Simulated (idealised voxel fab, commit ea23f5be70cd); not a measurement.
process module | voxel air gaps
cross-section cut | 195 nm wide | cells 5 nm
A cross-section is a grid of square cells, given in bands from the top down. A band is one or more rows of cells.
Each band's line starts with the height of the band's top and of its bottom, in nm. Then come its materials from left to right, each with its width in nm. One material with "throughout" fills the band from edge to edge. "air" is empty space.
Height 0 is the level under which the wafer as received is all one material. The lowest band goes on downwards, as in "0 down".
A width such as "30 to 40" changes by the same amount from each row of cells to the next, from the band's top row to its bottom row.
"no change" after a step means that no cell of the cross-section changed.
closed voids: empty space of 8 cells or more with no open way to the top, each as width x height at its distance from the left edge, in nm
after a step's settings: what the simulator itself notes on the step
overlay nm, on a step with a mask: how far to the right of its planned place the mask lay; to the left if negative
plan
1 op RECEIVE | material Si
2 op CONFORMAL_DEP | material SiO2 | thk nm 10
3 op CONFORMAL_DEP | material SiN | thk nm 5
4 op DIRECTIONAL_DEP | material SiO2 | thk nm 35
5 op MASKED_ETCH | tone open | mask id LINES | width nm 15 | pitch nm 40 | etch materials SiO2 | depth nm 35 | overlay nm 0
6 op CONFORMAL_DEP | material TiN | thk nm 5
7 op FILL_DEP | material W | thk nm 10
8 op CMP | height nm 50
9 op EPI | material Ru | thk nm 10
10 op SELECTIVE_ETCH | etch materials SiO2 | depth nm 45
11 op CONFORMAL_DEP | material SiN | thk nm 5
varied across the wafers: width nm of step 5. The plan shows the first wafer's value. All wafers start alike
first wafer as received, after step 1
  0 down: Si throughout
  closed voids: none
each wafer at the end: cells of each material gained (+) or lost (-) since it was received, then its closed voids
width nm 15 | +42 Ru | +148 SiN | +78 SiO2 | +45 TiN | +18 W | closed voids: 15 x 25 at 70; 15 x 25 at 110
width nm 20 | +48 Ru | +104 SiN | +134 SiO2 | +48 TiN | +36 W | closed voids: none
width nm 25 | +50 Ru | +104 SiN | +120 SiO2 | +51 TiN | +54 W | closed voids: none
